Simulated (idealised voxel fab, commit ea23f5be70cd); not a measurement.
This is a process module. Its name is voxel released beams.
Cross-section cut spans 210 nm and uses square cells 5 nm in size.
In what follows, cross-sections appear as grids of square cells, described through bands that run from the top down, where every band is one or more rows of cells. Heads up on the band format: heights come first, top then bottom, in nm. After that it's the materials left to right, each with its width in nm. A single material flagged "everywhere" fills the whole band edge to edge, and "empty" means there's empty space there. The level at which height equals 0 is the one under which the wafer, as it arrives, is entirely one material. No lower edge exists for the bottom band, which continues downward and is notated as in "0 nm and below". When a width is written as two numbers, as in "30->40", the first number is the width in the top row of cells of the band and the second is the width in its bottom row, and the width changes by the same amount from each row to the next. Key: "everything unchanged" - step with no changed cell in the cross-section. What "Non-vented voids" gives you is every empty space of 8 cells or more that is cut off from the top. Each appears as width x height at distance, with the distance taken from the left edge and width, height and distance all in nm. Past the settings on a step's line: simulator remark, on that step. If you see "overlay nm" on a step's line and that step has a mask, it's telling you how far right of where it was planned the mask ended up; a negative number means it went left instead.

So here's the lineup of process steps we planned:
1: RECEIVE,material Si
2: CONFORMAL_DEP,material SiN,thk nm 5
3: DIRECTIONAL_DEP,material SiO2,thk nm 10
4: DIRECTIONAL_DEP,material aC,thk nm 15
5: PATTERN,tone open,mask id ANCHOR,material resist,width nm 35,thk nm 35,overlay nm 0
6: DIRECTIONAL_ETCH,etch materials aC,depth nm 15
7: STRIP,etch materials resist
8: DIRECTIONAL_ETCH,etch materials SiO2,depth nm 10
9: STRIP,etch materials aC
10: CONFORMAL_DEP,material W,thk nm 15
11: DIRECTIONAL_DEP,material aC,thk nm 15
12: PATTERN,tone cover,mask id BEAM,material resist,width nm 120,thk nm 30,overlay nm 0
13: DIRECTIONAL_ETCH,etch materials aC,depth nm 15
14: STRIP,etch materials resist
15: DIRECTIONAL_ETCH,etch materials W,depth nm 15
16: STRIP,etch materials aC
17: STRIP,etch materials SiO2

Wafer, first of two, run as planned:

Cross-sectional view of the wafer in its as-received condition, corresponding to the state after step 1:
- 0 nm and below | Si everywhere
- Non-vented voids: none

The wafer in cross-section once step 2 is complete:
- 5 nm to 0 nm | SiN everywhere
- below 0: unchanged

The wafer in cross-section once step 3 is complete:
- 15 nm to 5 nm | SiO2 everywhere
- below 5: unchanged

The wafer in cross-section once step 4 is complete:
- 30 nm to 15 nm | aC everywhere
- below 15: unchanged

The wafer in cross-section once step 5 is complete:
- 65 nm to 30 nm | 45 resist | 35 empty | 130 resist
- below 30: unchanged

The wafer in cross-section once step 6 is complete:
- 50 nm to 30 nm | 45 resist | 35 empty | 130 resist
- 30 nm to 15 nm | 45 aC | 35 empty | 130 aC
- below 15: unchanged

The wafer in cross-section once step 7 is complete:
- 30 nm to 15 nm | 45 aC | 35 empty | 130 aC
- below 15: unchanged

The wafer in cross-section once step 8 is complete:
- 30 nm to 15 nm | 45 aC | 35 empty | 130 aC
- 15 nm to 5 nm | 45 SiO2 | 35 empty | 130 SiO2
- below 5: unchanged

The wafer in cross-section once step 9 is complete:
- 15 nm to 5 nm | 45 SiO2 | 35 empty | 130 SiO2
- below 5: unchanged

The wafer in cross-section once step 10 is complete:
- 30 nm to 20 nm | 60 W | 5 empty | 145 W
- 20 nm to 15 nm | W everywhere
- 15 nm to 5 nm | 45 SiO2 | 35 W | 130 SiO2
- below 5: unchanged

The wafer in cross-section once step 11 is complete:
- 45 nm to 35 nm | 60 aC | 5 empty | 145 aC
- 35 nm to 30 nm | aC everywhere
- 30 nm to 20 nm | 60 W | 5 aC | 145 W
- below 20: unchanged

The wafer in cross-section once step 12 is complete:
- 75 nm to 45 nm | 40 empty | 120 resist | 50 empty
- 45 nm to 35 nm | 60 aC | 5 resist | 145 aC
- below 35: unchanged

The wafer in cross-section once step 13 is complete:
- 60 nm to 45 nm | 40 empty | 120 resist | 50 empty
- 45 nm to 35 nm | 40 empty | 20 aC | 5 resist | 95 aC | 50 empty
- 35 nm to 30 nm | 40 empty | 120 aC | 50 empty
- below 30: unchanged

The wafer in cross-section once step 14 is complete:
- 45 nm to 35 nm | 40 empty | 20 aC | 5 empty | 95 aC | 50 empty
- below 35: unchanged

The wafer in cross-section once step 15 is complete:
- 45 nm to 35 nm | 40 empty | 20 aC | 5 empty | 95 aC | 50 empty
- 35 nm to 30 nm | 40 empty | 120 aC | 50 empty
- 30 nm to 20 nm | 40 empty | 20 W | 5 aC | 95 W | 50 empty
- 20 nm to 15 nm | 40 empty | 120 W | 50 empty
- below 15: unchanged

The wafer in cross-section once step 16 is complete:
- 30 nm to 20 nm | 40 empty | 20 W | 5 empty | 95 W | 50 empty
- below 20: unchanged

The wafer in cross-section once step 17 is complete:
- 30 nm to 20 nm | 40 empty | 20 W | 5 empty | 95 W | 50 empty
- 20 nm to 15 nm | 40 empty | 120 W | 50 empty
- 15 nm to 5 nm | 45 empty | 35 W | 130 empty
- below 5: unchanged

Here the second wafer is described. Its start and its plan were those of the first wafer. Its run contained one mistake. Up to and including step 1, it did exactly what the first wafer did:

Second wafer, cut view, end of step 2 per plan:
- 5 nm to 0 nm | W everywhere
- below 0: unchanged

Second wafer, cut view, end of step 3 per plan:
- 15 nm to 5 nm | SiO2 everywhere
- below 5: unchanged

Second wafer, cut view, end of step 4 per plan:
- 30 nm to 15 nm | aC everywhere
- below 15: unchanged

Second wafer, cut view, end of step 5 per plan:
- 65 nm to 30 nm | 45 resist | 35 empty | 130 resist
- below 30: unchanged

Second wafer, cut view, end of step 6 per plan:
- 50 nm to 30 nm | 45 resist | 35 empty | 130 resist
- 30 nm to 15 nm | 45 aC | 35 empty | 130 aC
- below 15: unchanged

Second wafer, cut view, end of step 7 per plan:
- 30 nm to 15 nm | 45 aC | 35 empty | 130 aC
- below 15: unchanged

Second wafer, cut view, end of step 8 per plan:
- 30 nm to 15 nm | 45 aC | 35 empty | 130 aC
- 15 nm to 5 nm | 45 SiO2 | 35 empty | 130 SiO2
- below 5: unchanged

Second wafer, cut view, end of step 9 per plan:
- 15 nm to 5 nm | 45 SiO2 | 35 empty | 130 SiO2
- below 5: unchanged

Second wafer, cut view, end of step 10 per plan:
- 30 nm to 20 nm | 60 W | 5 empty | 145 W
- 20 nm to 15 nm | W everywhere
- 15 nm to 5 nm | 45 SiO2 | 35 W | 130 SiO2
- below 5: unchanged

Second wafer, cut view, end of step 11 per plan:
- 45 nm to 35 nm | 60 aC | 5 empty | 145 aC
- 35 nm to 30 nm | aC everywhere
- 30 nm to 20 nm | 60 W | 5 aC | 145 W
- below 20: unchanged

Second wafer, cut view, end of step 12 per plan:
- 75 nm to 45 nm | 40 empty | 120 resist | 50 empty
- 45 nm to 35 nm | 60 aC | 5 resist | 145 aC
- below 35: unchanged

Second wafer, cut view, end of step 13 per plan:
- 60 nm to 45 nm | 40 empty | 120 resist | 50 empty
- 45 nm to 35 nm | 40 empty | 20 aC | 5 resist | 95 aC | 50 empty
- 35 nm to 30 nm | 40 empty | 120 aC | 50 empty
- below 30: unchanged

Second wafer, cut view, end of step 14 per plan:
- 45 nm to 35 nm | 40 empty | 20 aC | 5 empty | 95 aC | 50 empty
- below 35: unchanged

Second wafer, cut view, end of step 15 per plan:
- 45 nm to 35 nm | 40 empty | 20 aC | 5 empty | 95 aC | 50 empty
- 35 nm to 30 nm | 40 empty | 120 aC | 50 empty
- 30 nm to 20 nm | 40 empty | 20 W | 5 aC | 95 W | 50 empty
- 20 nm to 15 nm | 40 empty | 120 W | 50 empty
- below 15: unchanged

Second wafer, cut view, end of step 16 per plan:
- 30 nm to 20 nm | 40 empty | 20 W | 5 empty | 95 W | 50 empty
- below 20: unchanged

Second wafer, cut view, end of step 17 per plan:
- 30 nm to 20 nm | 40 empty | 20 W | 5 empty | 95 W | 50 empty
- 20 nm to 15 nm | 40 empty | 120 W | 50 empty
- 15 nm to 5 nm | 45 empty | 35 W | 130 empty
- below 5: unchanged
Nonconformance to the process plan: step 2, actual vs plan mismatch, actual run CONFORMAL_DEP,material W,thk nm 5
At the finish, the second wafer shows more or fewer cells for some materials than the first does: SiN -42 | W +42
